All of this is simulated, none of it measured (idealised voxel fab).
Title: Process Module voxel transistor to metal
The cross-section shown here is cut; it is 185 nm wide and divided into square cells measuring 5 nm on a side.
Square cells in a grid make up a cross-section in this document, and the grid is given as bands, listed from the top down, each one or more rows of cells.
Top height, bottom height, nm. Materials left to right, width each, nm. Single material + "edge to edge" = fills band edge to edge. "empty" = empty.
Heights from 0 (as-received wafer is one material below). Bottom band endless downward, as "0 nm and below".
Top row gets the first number, bottom row gets the second, and each row in between changes by the same step: that is how a band width like "30->40" works.
For the purposes of this document, the phrase "no alteration" attached to a step denotes that no cell within the cross-section was modified by that step.
This entry, "Enclosed void catalog", enumerates those empty regions of no fewer than 8 cells that possess no open connection to the top. Each region is reported in the form width x height at distance, the distance being taken from the left edge, with all three quantities expressed in nm.
Heads up: the bit after the settings on a step's line is the simulator's remark on that step.
overlay nm, on a step with a mask: how far to the right of its planned place the mask lay; to the left if negative

-- The process steps that were planned are listed below
1 op RECEIVE | material Si
2 op OXIDIZE | depth nm 5
3 op CONFORMAL_DEP | material SiN | thk nm 10
4 op MASKED_ETCH | tone cover | mask id ACTIVE | width nm 100 | etch materials SiN | depth nm 10 | overlay nm 0
5 op MASKED_ETCH | tone cover | mask id ACTIVE | width nm 100 | etch materials SiO2 | depth nm 5 | overlay nm 0
6 op MASKED_ETCH | tone cover | mask id ACTIVE | width nm 100 | etch materials Si | depth nm 20 | overlay nm 0
7 op OXIDIZE | depth nm 5
8 op FILL_DEP | material SiO2 | thk nm 10
9 op CMP | height nm 10
10 op SELECTIVE_ETCH | etch materials SiO2 | depth nm 10
11 op STRIP | etch materials SiN
12 op SELECTIVE_ETCH | etch materials SiO2 | depth nm 5
13 op OXIDIZE | depth nm 5
14 op DIRECTIONAL_DEP | material polySi | thk nm 25
15 op DIRECTIONAL_DEP | material SiCN | thk nm 15
16 op PATTERN | tone cover | mask id GATE | material resist | width nm 20 | thk nm 20 | overlay nm 0
17 op DIRECTIONAL_ETCH | etch materials SiCN | depth nm 25
18 op DIRECTIONAL_ETCH | etch materials polySi | depth nm 35
19 op STRIP | etch materials resist
20 op CONFORMAL_DEP | material SiN | thk nm 5
21 op DIRECTIONAL_ETCH | etch materials SiN | depth nm 5
22 op DIRECTIONAL_ETCH | etch materials SiO2 | depth nm 5
23 op DIRECTIONAL_ETCH | etch materials Si | depth nm 10
24 op EPI | material nSi | thk nm 15
25 op FILL_DEP | material SiO2 | thk nm 10
26 op CMP | height nm 35
27 op DIRECTIONAL_DEP | material SiO2 | thk nm 15
28 op DIRECTIONAL_DEP | material aC | thk nm 10
29 op PATTERN | tone open | mask id CONTACT | material resist | width nm 15 | pitch nm 75 | thk nm 25 | overlay nm 0
30 op DIRECTIONAL_ETCH | etch materials aC | depth nm 10
31 op STRIP | etch materials resist
32 op DIRECTIONAL_ETCH | etch materials SiO2 | depth nm 55
33 op STRIP | etch materials aC
34 op CONFORMAL_DEP | material TiN | thk nm 5
35 op FILL_DEP | material W | thk nm 10
36 op CMP | height nm 50
37 op CONFORMAL_DEP | material SiCN | thk nm 5
38 op DIRECTIONAL_DEP | material lowk | thk nm 25
39 op PATTERN | tone open | mask id METAL_1 | material resist | width nm 15 | pitch nm 75 | thk nm 20 | overlay nm 0
40 op DIRECTIONAL_ETCH | etch materials lowk | depth nm 25
41 op DIRECTIONAL_ETCH | etch materials SiCN | depth nm 5
42 op STRIP | etch materials resist
43 op CONFORMAL_DEP | material TiN | thk nm 5
44 op FILL_DEP | material Ru | thk nm 5
45 op CMP | height nm 80
46 op CONFORMAL_DEP | material SiN | thk nm 5

-- Wafer at receipt (post step 1), cross-section
	0 nm and below = Si edge to edge
	Enclosed void catalog: none

-- Below is the wafer in cross-section after the module was completed. It began from the starting point shown above and followed the plan shown above, except that one mistake was made while running it
	85 nm to 80 nm = SiN edge to edge
	80 nm to 55 nm = 45 lowk, then 5 TiN, then 5 Ru, then 5 TiN, then 60 lowk, then 5 TiN, then 5 Ru, then 5 TiN, then 50 lowk
	55 nm to 50 nm = 45 SiCN, then 15 TiN, then 60 SiCN, then 15 TiN, then 50 SiCN
	50 nm to 35 nm = 50 SiO2, then 5 W, then 70 SiO2, then 5 W, then 55 SiO2
	35 nm to 20 nm = 50 SiO2, then 5 W, then 20 SiO2, then 5 SiN, then 20 SiCN, then 5 SiN, then 20 SiO2, then 5 W, then 55 SiO2
	20 nm to 5 nm = 50 SiO2, then 5 W, then 20 SiO2, then 5 SiN, then 20 polySi, then 5 SiN, then 20 SiO2, then 5 W, then 55 SiO2
	5 nm to 0 nm = 50 SiO2, then 5 W, then 5 SiO2, then 15 nSi, then 5 SiN, then 20 polySi, then 5 SiN, then 15 nSi, then 5 SiO2, then 5 W, then 55 SiO2
	0 nm to -5 nm = 60 SiO2, then 15 nSi, then 5 SiN, then 20 polySi, then 5 SiN, then 15 nSi, then 65 SiO2
	-5 nm to -10 nm = 40 SiO2, then 35 nSi, then 30 SiO2, then 35 nSi, then 45 SiO2
	-10 nm to -20 nm = 45 SiO2, then 30 nSi, then 30 Si, then 30 nSi, then 50 SiO2
	-20 nm to -30 nm = 45 SiO2, then 90 Si, then 50 SiO2
	-30 nm and below = Si edge to edge
	Enclosed void catalog: none
Want to know what went wrong? step 34 was not run as planned; what actually ran was op CONFORMAL_DEP | material SiO2 | thk nm 5
